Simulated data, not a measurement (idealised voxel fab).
process module | voxel plated lines
cross-section cut | 225 nm wide | cells 5 nm
A cross-section is a grid of square cells, given in bands from the top down. A band is one or more rows of cells.
Each band's line starts with the height of the band's top and of its bottom, in nm. Then come its materials from left to right, each with its width in nm. One material with "throughout" fills the band from edge to edge. "air" is empty space.
Height 0 is the level under which the wafer as received is all one material. The lowest band goes on downwards, as in "0 down".
A width such as "30 to 40" changes by the same amount from each row of cells to the next, from the band's top row to its bottom row.
"no change" after a step means that no cell of the cross-section changed.
closed voids: empty space of 8 cells or more with no open way to the top, each as width x height at its distance from the left edge, in nm
after a step's settings: what the simulator itself notes on the step
overlay nm, on a step with a mask: how far to the right of its planned place the mask lay; to the left if negative
plan
1 op RECEIVE | material Si
2 op CONFORMAL_DEP | material SiO2 | thk nm 5
3 op DIRECTIONAL_DEP | material TiN | thk nm 5
4 op PATTERN | tone open | mask id LINES | material resist | width nm 30 | pitch nm 45 | thk nm 30 | overlay nm 0
5 op EPI | material Ru | thk nm 10
6 op EPI | material Ru | thk nm 10
7 op STRIP | etch materials resist
8 op DIRECTIONAL_ETCH | etch materials TiN | depth nm 5
9 op CONFORMAL_DEP | material SiN | thk nm 10
first wafer, as planned
as received, after step 1
  0 down: Si throughout
  closed voids: none
after step 2
  5 to 0: SiO2 throughout
  below 0: unchanged
after step 3
  10 to 5: TiN throughout
  below 5: unchanged
after step 4
  40 to 10: resist 50 | air 30 | resist 15 | air 30 | resist 15 | air 30 | resist 55
  below 10: unchanged
after step 5
  40 to 20: resist 50 | air 30 | resist 15 | air 30 | resist 15 | air 30 | resist 55
  20 to 10: resist 50 | Ru 30 | resist 15 | Ru 30 | resist 15 | Ru 30 | resist 55
  below 10: unchanged
after step 6
  40 to 30: resist 50 | air 30 | resist 15 | air 30 | resist 15 | air 30 | resist 55
  30 to 10: resist 50 | Ru 30 | resist 15 | Ru 30 | resist 15 | Ru 30 | resist 55
  below 10: unchanged
after step 7
  30 to 10: air 50 | Ru 30 | air 15 | Ru 30 | air 15 | Ru 30 | air 55
  below 10: unchanged
after step 8
  30 to 10: air 50 | Ru 30 | air 15 | Ru 30 | air 15 | Ru 30 | air 55
  10 to 5: air 50 | TiN 30 | air 15 | TiN 30 | air 15 | TiN 30 | air 55
  below 5: unchanged
after step 9
  40 to 30: air 40 | SiN 140 | air 45
  30 to 15: air 40 | SiN 10 | Ru 30 | SiN 15 | Ru 30 | SiN 15 | Ru 30 | SiN 10 | air 45
  15 to 10: SiN 50 | Ru 30 | SiN 15 | Ru 30 | SiN 15 | Ru 30 | SiN 55
  10 to 5: SiN 50 | TiN 30 | SiN 15 | TiN 30 | SiN 15 | TiN 30 | SiN 55
  below 5: unchanged
second wafer: like start, like plan, one mistake. Through step 4 it matches the first wafer
when step 6 should have ended
  40 to 10: resist 50 | Ru 30 | resist 15 | Ru 30 | resist 15 | Ru 30 | resist 55
  below 10: unchanged
when step 7 should have ended
  40 to 10: air 50 | Ru 30 | air 15 | Ru 30 | air 15 | Ru 30 | air 55
  below 10: unchanged
when step 8 should have ended
  40 to 10: air 50 | Ru 30 | air 15 | Ru 30 | air 15 | Ru 30 | air 55
  10 to 5: air 50 | TiN 30 | air 15 | TiN 30 | air 15 | TiN 30 | air 55
  below 5: unchanged
when step 9 should have ended
  50 to 40: air 40 | SiN 140 | air 45
  40 to 15: air 40 | SiN 10 | Ru 30 | SiN 15 | Ru 30 | SiN 15 | Ru 30 | SiN 10 | air 45
  15 to 10: SiN 50 | Ru 30 | SiN 15 | Ru 30 | SiN 15 | Ru 30 | SiN 55
  10 to 5: SiN 50 | TiN 30 | SiN 15 | TiN 30 | SiN 15 | TiN 30 | SiN 55
  below 5: unchanged
what went wrong: one of the steps 5 and 6, which are alike, was run twice
at the end the second wafer has, in cells: 36 more of Ru | 20 more of SiN
